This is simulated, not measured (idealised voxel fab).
Process module under the name voxel transistor to metal
For reference, the cross-section in this document is cut, with width 205 nm and square cells of 5 nm.
When this document writes out a cross-section, it uses a grid of square cells and lists it as bands, beginning at the top and moving down, with a band standing for one or more rows of cells.
First you get the band's top height and its bottom height, in nm, and then the materials it's made of, left to right, with each width in nm. If you see a single material with "edge to edge", that one covers the band edge to edge. "blank" is empty space.
Note: height 0 marks the level under which the wafer is uniformly one material as received. Lowest band unbounded below, written "z 0 and below".
Width "30->40": first value at the band's top row of cells, second value at its bottom row, equal change from row to row.
"changes: none", as given for a step, is the statement that not any cell of the cross-section underwent a change during that step.
Closed void listing: empty space of 8 cells or more with no open way to the top, each as width x height at its distance from the left edge, in nm
Whatever follows a step's settings on its line is a remark the simulator itself makes about that step.
The setting "overlay nm" may be written on the line of a step. When the step uses a mask, the value reports how far to the right of the planned place the mask lay, and a negative value reports that it lay to the left.

### The process steps that were planned are listed below
1) RECEIVE,material Si
2) CONFORMAL_DEP,material SiO2,thk nm 5
3) CONFORMAL_DEP,material SiN,thk nm 10
4) DIRECTIONAL_DEP,material aC,thk nm 10
5) PATTERN,tone cover,mask id ACTIVE,material resist,width nm 135,thk nm 30,overlay nm 0
6) DIRECTIONAL_ETCH,etch materials aC,depth nm 10
7) STRIP,etch materials resist
8) DIRECTIONAL_ETCH,etch materials SiN,depth nm 10
9) DIRECTIONAL_ETCH,etch materials SiO2,depth nm 5
10) DIRECTIONAL_ETCH,etch materials Si,depth nm 30
11) STRIP,etch materials aC
12) FILL_DEP,material SiO2,thk nm 15
13) CMP,height nm 15
14) SELECTIVE_ETCH,etch materials SiO2,depth nm 10
15) STRIP,etch materials SiN
16) SELECTIVE_ETCH,etch materials SiO2,depth nm 5
17) OXIDIZE,depth nm 5
18) DIRECTIONAL_DEP,material polySi,thk nm 25
19) DIRECTIONAL_DEP,material SiCN,thk nm 15
20) MASKED_ETCH,tone cover,mask id GATE,width nm 35,etch materials SiCN,depth nm 25,overlay nm 0
21) MASKED_ETCH,tone cover,mask id GATE,width nm 35,etch materials polySi,depth nm 35,overlay nm 0
22) CONFORMAL_DEP,material SiN,thk nm 10
23) DIRECTIONAL_ETCH,etch materials SiN,depth nm 10
24) DIRECTIONAL_ETCH,etch materials SiO2,depth nm 5
25) DIRECTIONAL_ETCH,etch materials Si,depth nm 5
26) EPI,material SiGe,thk nm 5
27) FILL_DEP,material SiO2,thk nm 5
28) CMP,height nm 25
29) STRIP,etch materials polySi
30) SELECTIVE_ETCH,etch materials SiO2,depth nm 5
31) CONFORMAL_DEP,material HfO2,thk nm 5
32) CONFORMAL_DEP,material TiN,thk nm 5
33) FILL_DEP,material W,thk nm 10
34) CMP,height nm 20
35) DIRECTIONAL_DEP,material SiO2,thk nm 15
36) PATTERN,tone open,mask id CONTACT,material resist,width nm 20,pitch nm 95,thk nm 20,overlay nm 0
37) DIRECTIONAL_ETCH,etch materials SiO2,depth nm 40
38) STRIP,etch materials resist
39) CONFORMAL_DEP,material TiN,thk nm 5
40) FILL_DEP,material W,thk nm 5
41) CMP,height nm 35
42) DIRECTIONAL_DEP,material TiN,thk nm 5
43) DIRECTIONAL_DEP,material W,thk nm 25
44) DIRECTIONAL_DEP,material aC,thk nm 15
45) PATTERN,tone cover,mask id METAL_1,material resist,width nm 20,pitch nm 95,thk nm 30,overlay nm 0
46) DIRECTIONAL_ETCH,etch materials aC,depth nm 15
47) STRIP,etch materials resist
48) DIRECTIONAL_ETCH,etch materials W,depth nm 25
49) DIRECTIONAL_ETCH,etch materials TiN,depth nm 5
50) STRIP,etch materials aC
51) CONFORMAL_DEP,material SiN,thk nm 5
52) FILL_DEP,material lowk,thk nm 10
53) CMP,height nm 65
54) CONFORMAL_DEP,material SiCN,thk nm 5

### So this is the incoming wafer in cross-section - it's already been through step 1
    z 0 and below: Si edge to edge
    Closed void listing: none

### Wafer at module end, in section. Began as above, planned as above, run with one mistake
    z 70 to 65: SiCN edge to edge
    z 65 to 40: 40 of lowk; 5 of SiN; 20 of W; 5 of SiN; 65 of lowk; 5 of SiN; 20 of W; 5 of SiN; 40 of lowk
    z 40 to 35: 45 of SiN; 20 of TiN; 75 of SiN; 20 of TiN; 45 of SiN
    z 35 to 20: 45 of SiO2; 5 of TiN; 10 of W; 5 of TiN; 75 of SiO2; 5 of TiN; 10 of W; 5 of TiN; 45 of SiO2
    z 20 to 5: 45 of SiO2; 5 of TiN; 10 of W; 5 of TiN; 10 of SiO2; 10 of SiN; 5 of HfO2; 5 of TiN; 15 of W; 5 of TiN; 5 of HfO2; 10 of SiN; 10 of SiO2; 5 of TiN; 10 of W; 5 of TiN; 45 of SiO2
    z 5 to 0: 45 of SiO2; 5 of TiN; 10 of W; 5 of TiN; 10 of SiO2; 10 of SiN; 5 of HfO2; 25 of TiN; 5 of HfO2; 10 of SiN; 10 of SiO2; 5 of TiN; 10 of W; 5 of TiN; 45 of SiO2
    z 0 to -5: 45 of SiO2; 20 of TiN; 15 of SiO2; 45 of HfO2; 15 of SiO2; 20 of TiN; 45 of SiO2
    z -5 to -10: 35 of SiGe; 135 of SiO2; 35 of SiGe
    z -10 to -30: 35 of Si; 135 of SiO2; 35 of Si
    z -30 and below: Si edge to edge
    Closed void listing: none
Deviation noted in wafer processing: step 5 did not happen as planned, as run it was PATTERN,tone open,mask id ACTIVE,material resist,width nm 135,thk nm 30,overlay nm 0
